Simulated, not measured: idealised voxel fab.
This section sets out a process module, namely voxel air gaps.
The cross-section on display is named cut; it measures 215 nm wide, and its cells are 5 nm squares.
Cross-section, as written here: a square-cell grid given band by band from the top down, where a band holds one or more rows of cells. Each band's line starts with the height of the band's top and of its bottom, in nm. Then come its materials from left to right, each with its width in nm. One material with "full width" fills the band from edge to edge. "blank" is empty space. Heights are measured from 0, the level below which the as-received wafer is all one material; the lowest band has no bottom and continues downward, written as in "z 0 and below". When a width is written as two numbers, as in "30 to 40", the first number is the width in the top row of cells of the band and the second is the width in its bottom row, and the width changes by the same amount from each row to the next. Where the words "no alterations made" appear for a step, the cross-section shows no cell changed by that step; every cell remained as before. In "Fully sealed cavities" the enclosed voids are listed, meaning empty spaces of 8 cells or larger without any opening to the top. The form is width x height at distance, distance from the left edge, units nm. What comes after the settings on a step's line is commentary from the simulator itself on that step. overlay nm: where the mask lay relative to plan, measured to the right, on steps with a mask; negatives go left.

[Below is the list of planned process steps]
1 RECEIVE, material Si
2 CONFORMAL_DEP, material SiO2, thk nm 10
3 CONFORMAL_DEP, material SiN, thk nm 5
4 DIRECTIONAL_DEP, material lowk, thk nm 35
5 DIRECTIONAL_DEP, material aC, thk nm 15
6 PATTERN, tone open, mask id LINES, material resist, width nm 15, pitch nm 45, thk nm 35, overlay nm 0
7 DIRECTIONAL_ETCH, etch materials aC, depth nm 15
8 STRIP, etch materials resist
9 DIRECTIONAL_ETCH, etch materials lowk, depth nm 35
10 STRIP, etch materials aC
11 CONFORMAL_DEP, material TiN, thk nm 5
12 FILL_DEP, material Ru, thk nm 10
13 CMP, height nm 50
14 EPI, material Ru, thk nm 10
15 SELECTIVE_ETCH, etch materials lowk, depth nm 45
16 CONFORMAL_DEP, material SiN, thk nm 5
The plan's step 6 width nm is the first wafer's value; the wafers differ in this setting and start identical.

[Cross-section of the first incoming wafer of several, state after step 1]
> z 0 and below = Si full width
> Fully sealed cavities: none

[Quick key for the table: a row per wafer, taken at the end of the module. For each material it tells you how many cells the wafer gained (+) or lost (-) since it came in, and the closed voids come after]
width nm 15 | +60 Ru | +164 SiN | +86 SiO2 | +45 TiN | Fully sealed cavities: 20 x 25 at 75; 20 x 25 at 120
width nm 20 | +84 Ru | +156 SiN | +86 SiO2 | +48 TiN | Fully sealed cavities: 15 x 25 at 80; 15 x 25 at 125
width nm 25 | +108 Ru | +112 SiN | +86 SiO2 | +51 TiN | +56 lowk | Fully sealed cavities: none
width nm 30 | +128 Ru | +112 SiN | +86 SiO2 | +54 TiN | +42 lowk | Fully sealed cavities: none
